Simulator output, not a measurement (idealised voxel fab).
voxel released beams: a process module
In the cross-section labelled cut, the width is 245 nm and each square cell is 5 nm.
When this document writes out a cross-section, it uses a grid of square cells and lists it as bands, beginning at the top and moving down, with a band standing for one or more rows of cells.
Read a band's entry like this: the first values are the height of its top and the height of its bottom in nm, and what follows is the sequence of materials from left to right, each with its width in nm. Note that "empty" is empty space, and that a single material marked "everywhere" reaches across the band from edge to edge.
Ref level 0: as-received wafer is one material below here. Bottom band extends down with no lower bound ("0 -> down").
The expression "30->40" gives the width at the extremes of the band, the first number at its top row of cells and the second at its bottom row, with the width changing by equal amounts from each row to the next in between.
Reading "stayed the same" for a step: not a cell of the cross-section changed in it.
Entry "Closed internal voids" = empty spaces >= 8 cells with no open way to the top; each as width x height at distance, distance from left edge, all nm.
Step line, after settings: the simulator's comment on this step.
overlay nm: on a step with a mask, how far right of its planned place the mask lay; negative means left.

[Steps in the process plan]
- 1: RECEIVE | material Si
- 2: CONFORMAL_DEP | material SiN | thk nm 10
- 3: DIRECTIONAL_DEP | material SiO2 | thk nm 15
- 4: PATTERN | tone open | mask id ANCHOR | material resist | width nm 45 | thk nm 15 | overlay nm 0
- 5: DIRECTIONAL_ETCH | etch materials SiO2 | depth nm 15
- 6: STRIP | etch materials resist
- 7: CONFORMAL_DEP | material TiN | thk nm 15
- 8: PATTERN | tone cover | mask id BEAM | material resist | width nm 95 | thk nm 15 | overlay nm 0
- 9: DIRECTIONAL_ETCH | etch materials TiN | depth nm 15
- 10: STRIP | etch materials resist
- 11: STRIP | etch materials SiO2

[This is the cross-section of the wafer as we received it, i.e. after step 1]
* 0 -> down = Si everywhere
* Closed internal voids: none

[First wafer of two, sectioned at end of module; run went per plan]
* 40 -> 25 = empty (70), then TiN (20), then empty (15), then TiN (60), then empty (80)
* 25 -> 10 = empty (75), then TiN (45), then empty (125)
* 10 -> 0 = SiN everywhere
* 0 -> down = Si everywhere
* Closed internal voids: none

[Cross-sectional view: second of two wafers, end of module; start and plan identical to the first, one mistake in running]
* 40 -> 25 = empty (70), then TiN (95), then empty (80)
* 25 -> 10 = TiN everywhere
* 10 -> 0 = SiN everywhere
* 0 -> down = Si everywhere
* Closed internal voids: none
What was the processing mistake? rather than as planned, step 3 actually ran as DIRECTIONAL_DEP | material TiN | thk nm 15
The final cell counts differ between the wafers, with the second having more or fewer of some materials than the first: TiN: 129 more
